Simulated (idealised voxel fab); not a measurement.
This section sets out a process module, namely voxel self aligned contacts.
Shown is cross-section cut, with a width of 185 nm and square cells of size 5 nm.
Format of a cross-section: grid, square cells. Given as bands. Order: top down. Band: one or more rows of cells.
Quick guide to a band line: top height, bottom height (nm) up front; then every material left to right with its width in nm. Only one material and it's marked "everywhere"? Then it fills the band edge to edge. And "blank" just means empty space.
Heights from 0 (as-received wafer is one material below). Bottom band endless downward, as "0 -> down".
Width: "30->40" (first number = top row, second number = bottom row, same change from row to row of cells).
"remained unchanged" -> step changed no cross-section cell.
Closed voids list: empty space of 8 cells or more with no open way to the top, each as width x height at its distance from the left edge, in nm
Post-settings text on a step line: simulator's own remark regarding the step.
On any step carrying a mask, the "overlay nm" setting, if present on the step's line, tells how far right of its planned place the mask lay; negative values point to the left.
Set out below are the planned steps of the process:
1 RECEIVE: material Si
2 CONFORMAL_DEP: material SiO2, thk nm 5
3 DIRECTIONAL_DEP: material polySi, thk nm 25
4 DIRECTIONAL_DEP: material SiN, thk nm 20
5 MASKED_ETCH: tone cover, mask id GATE, width nm 25, pitch nm 55, etch materials SiN, depth nm 20, overlay nm 0
6 MASKED_ETCH: tone cover, mask id GATE, width nm 25, pitch nm 55, etch materials polySi, depth nm 25, overlay nm 0
7 CONFORMAL_DEP: material SiN, thk nm 5
8 DIRECTIONAL_ETCH: etch materials SiN, depth nm 5
9 FILL_DEP: material SiO2, thk nm 15
10 CMP: height nm 60
11 DIRECTIONAL_DEP: material aC, thk nm 15
12 PATTERN: tone open, mask id CONTACT, material resist, width nm 40, thk nm 35, overlay nm 0
13 DIRECTIONAL_ETCH: etch materials aC, depth nm 15
14 STRIP: etch materials resist
15 DIRECTIONAL_ETCH: etch materials SiO2, depth nm 60
16 STRIP: etch materials aC
17 CONFORMAL_DEP: material TiN, thk nm 5
18 FILL_DEP: material Ru, thk nm 10
19 CMP: height nm 60
20 CONFORMAL_DEP: material SiCN, thk nm 5
Delivered wafer in cross-section: state after step 1:
> 0 -> down | Si everywhere
> Closed voids list: none
first wafer at the end, as planned:
> 65 -> 60 | SiCN everywhere
> 60 -> 50 | SiO2=70 | TiN=5->15 | Ru=30->10 | TiN=5->15 | SiO2=75
> 50 -> 30 | SiO2=45 | SiN=35 | TiN=5 | Ru=10 | TiN=5 | SiN=35 | SiO2=50
> 30 -> 5 | SiO2=45 | SiN=5 | polySi=25 | SiN=5 | TiN=5 | Ru=10 | TiN=5 | SiN=5 | polySi=25 | SiN=5 | SiO2=50
> 5 -> 0 | SiO2=80 | TiN=20 | SiO2=85
> 0 -> down | Si everywhere
> Closed voids list: none
End of module, second wafer, cross-section. Started like the first, planned like the first, run with one mistake:
> 65 -> 60 | SiCN everywhere
> 60 -> 55 | SiO2=45 | SiN=35 | TiN=5 | Ru=10 | TiN=5 | SiN=35 | SiO2=50
> 55 -> 50 | SiO2=45 | SiN=35 | TiN=20 | SiN=35 | SiO2=50
> 50 -> 30 | SiN everywhere
> 30 -> 5 | polySi everywhere
> 5 -> 0 | SiO2 everywhere
> 0 -> down | Si everywhere
> Closed voids list: none
Plan not followed: plan step 4 was twice executed
Final wafer comparison in cells, second versus first, more or fewer per material: Ru -24; SiN +100; SiO2 -187; TiN -24; polySi +135
